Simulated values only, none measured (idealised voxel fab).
Proc. module: voxel gate over fins
The figure presents cross-section cut, which has a width of 255 nm and is divided into square cells with an edge length of 5 nm.
Cross-section, as written here: a square-cell grid given band by band from the top down, where a band holds one or more rows of cells.
It is stipulated that each band's entry specify, in nanometres, the height of the top of the band and then that of its bottom, followed by the materials of the band in left-to-right sequence, each together with its width in nanometres. A single material marked by the word "full width" is understood to fill the band from edge to edge; the word "blank" is understood to denote empty space.
Height is counted from the level 0, under which the received wafer is composed throughout of one material. The lowest of the bands is not closed at the bottom but continues downward, in the notation "0 down".
When a width is written as two numbers, as in "30 to 40", the first number is the width in the top row of cells of the band and the second is the width in its bottom row, and the width changes by the same amount from each row to the next.
Step marked "no change"? Then no cell in the cross-section changed in it.
Listed in "Enclosed void list": every empty space of 8 or more cells without an open way to the top. Form: width x height at distance, the distance being from the left edge, all in nm.
Where a step's line continues beyond its settings, the continuation is a remark by the simulator itself on that step.
"overlay nm" answers the question of how far to the right of plan the mask lay on a step that has a mask, and when it is negative the answer is to the left.

# This section lists the process steps that were planned
1 op RECEIVE | material Si
2 op CONFORMAL_DEP | material SiN | thk nm 10
3 op MASKED_ETCH | tone cover | mask id FINS | width nm 15 | pitch nm 45 | etch materials SiN | depth nm 10 | overlay nm 0
4 op MASKED_ETCH | tone cover | mask id FINS | width nm 15 | pitch nm 45 | etch materials Si | depth nm 30 | overlay nm 0
5 op OXIDIZE | depth nm 5
6 op FILL_DEP | material SiO2 | thk nm 10
7 op CMP | height nm 10
8 op SELECTIVE_ETCH | etch materials SiO2 | depth nm 25
9 op STRIP | etch materials SiN
10 op CONFORMAL_DEP | material HfO2 | thk nm 5
11 op CONFORMAL_DEP | material TiN | thk nm 5
12 op FILL_DEP | material W | thk nm 15
13 op CMP | height nm 20
14 op CONFORMAL_DEP | material SiN | thk nm 10

# Wafer cross-section on receipt, i.e. after step 1
* 0 down  Si full width
* Enclosed void list: none

# Wafer cross-section at end of module: start and plan as shown above, one execution error
* 30 to 20  SiN full width
* 20 to 10  W full width
* 10 to 5  W=85; TiN=35; W=10; TiN=35; W=90
* 5 to 0  W=85; TiN=5; HfO2=25; TiN=5; W=10; TiN=5; HfO2=25; TiN=5; W=90
* 0 to -5  W=85; TiN=5; HfO2=5; Si=15; HfO2=5; TiN=5; W=10; TiN=5; HfO2=5; Si=15; HfO2=5; TiN=5; W=90
* -5 to -10  TiN=90; HfO2=5; Si=15; HfO2=5; TiN=20; HfO2=5; Si=15; HfO2=5; TiN=95
* -10 to -15  HfO2=95; Si=15; HfO2=30; Si=15; HfO2=100
* -15 to -35  SiO2=95; Si=15; SiO2=30; Si=15; SiO2=100
* -35 down  Si full width
* Enclosed void list: none
Finding, execution versus plan: step 3 was not run as planned; what actually ran was op MASKED_ETCH | tone cover | mask id FINS | width nm 25 | pitch nm 45 | etch materials SiN | depth nm 10 | overlay nm 0
